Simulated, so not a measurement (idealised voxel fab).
The process module presented herein is designated voxel trench capacitor.
The figure presents cross-section cut, which has a width of 245 nm and is divided into square cells with an edge length of 5 nm.
Cross-section = grid of square cells, listed top down in bands; band = one or more rows.
Within each band entry, the heights of the top and of the bottom of the band appear first, in that order and in nm; the materials of the band then follow from left to right, each with its corresponding width in nm. The designation "throughout" on a single material indicates that it fills the band from edge to edge; the designation "blank" indicates empty space.
Ref level 0: as-received wafer is one material below here. Bottom band extends down with no lower bound ("0..down").
A two-number width, for instance "30->40", indicates that the width is equal to the first number in the top row of the band and to the second number in the bottom row, and that it changes by a constant amount per row of cells.
No cell of the cross-section changed in a step that is given as "nothing different".
The entry titled "Closed empty spaces" provides the empty spaces that have no open way to the top, restricted to those of 8 cells or more. Each is presented as width x height at distance, the distance being measured from the left edge, with all three in nm.
Where a step's line continues beyond its settings, the continuation is a remark by the simulator itself on that step.
If you see "overlay nm" on a step's line and that step has a mask, it's telling you how far right of where it was planned the mask ended up; a negative number means it went left instead.
Process steps foreseen in the plan
1) RECEIVE, material Si
2) CONFORMAL_DEP, material SiN, thk nm 5
3) DIRECTIONAL_DEP, material aC, thk nm 15
4) PATTERN, tone open, mask id TRENCH, material resist, width nm 25, pitch nm 50, thk nm 30, overlay nm 0
5) DIRECTIONAL_ETCH, etch materials aC, depth nm 15
6) STRIP, etch materials resist
7) DIRECTIONAL_ETCH, etch materials SiN, depth nm 5
8) DIRECTIONAL_ETCH, etch materials Si, depth nm 25
9) STRIP, etch materials aC
10) CONFORMAL_DEP, material HfO2, thk nm 5
11) CONFORMAL_DEP, material TiN, thk nm 5
12) FILL_DEP, material W, thk nm 5
13) CMP, height nm 5
Incoming wafer in cross-section (state: after step 1)
    0..down: Si throughout
    Closed empty spaces: none
Cross-section taken at module completion on the first of two wafers; processed per the plan
    5..0: SiN (60), HfO2 (5), TiN (5), W (5), TiN (5), HfO2 (5), SiN (25), HfO2 (5), TiN (5), W (5), TiN (5), HfO2 (5), SiN (25), HfO2 (5), TiN (5), W (5), TiN (5), HfO2 (5), SiN (60)
    0..-15: Si (60), HfO2 (5), TiN (5), W (5), TiN (5), HfO2 (5), Si (25), HfO2 (5), TiN (5), W (5), TiN (5), HfO2 (5), Si (25), HfO2 (5), TiN (5), W (5), TiN (5), HfO2 (5), Si (60)
    -15..-20: Si (60), HfO2 (5), TiN (15), HfO2 (5), Si (25), HfO2 (5), TiN (15), HfO2 (5), Si (25), HfO2 (5), TiN (15), HfO2 (5), Si (60)
    -20..-25: Si (60), HfO2 (25), Si (25), HfO2 (25), Si (25), HfO2 (25), Si (60)
    -25..down: Si throughout
    Closed empty spaces: none
Now the second wafer, cross-sectioned at the end of the module. Nothing different at the start, nothing different in the plan compared with the first, just one mistake when it was actually run
    5..0: SiN (55), HfO2 (5), TiN (5), W (5), TiN (5), HfO2 (5), SiN (25), HfO2 (5), TiN (5), W (5), TiN (5), HfO2 (5), SiN (25), HfO2 (5), TiN (5), W (5), TiN (5), HfO2 (5), SiN (65)
    0..-15: Si (55), HfO2 (5), TiN (5), W (5), TiN (5), HfO2 (5), Si (25), HfO2 (5), TiN (5), W (5), TiN (5), HfO2 (5), Si (25), HfO2 (5), TiN (5), W (5), TiN (5), HfO2 (5), Si (65)
    -15..-20: Si (55), HfO2 (5), TiN (15), HfO2 (5), Si (25), HfO2 (5), TiN (15), HfO2 (5), Si (25), HfO2 (5), TiN (15), HfO2 (5), Si (65)
    -20..-25: Si (55), HfO2 (25), Si (25), HfO2 (25), Si (25), HfO2 (25), Si (65)
    -25..down: Si throughout
    Closed empty spaces: none
Heads up, the wafer didn't run the way we planned it: step 4 deviated from plan and actually ran as PATTERN, tone open, mask id TRENCH, material resist, width nm 25, pitch nm 50, thk nm 30, overlay nm -5
Tallied in cells, the final second wafer holds each material in the same quantity as the first, although not at the same places.
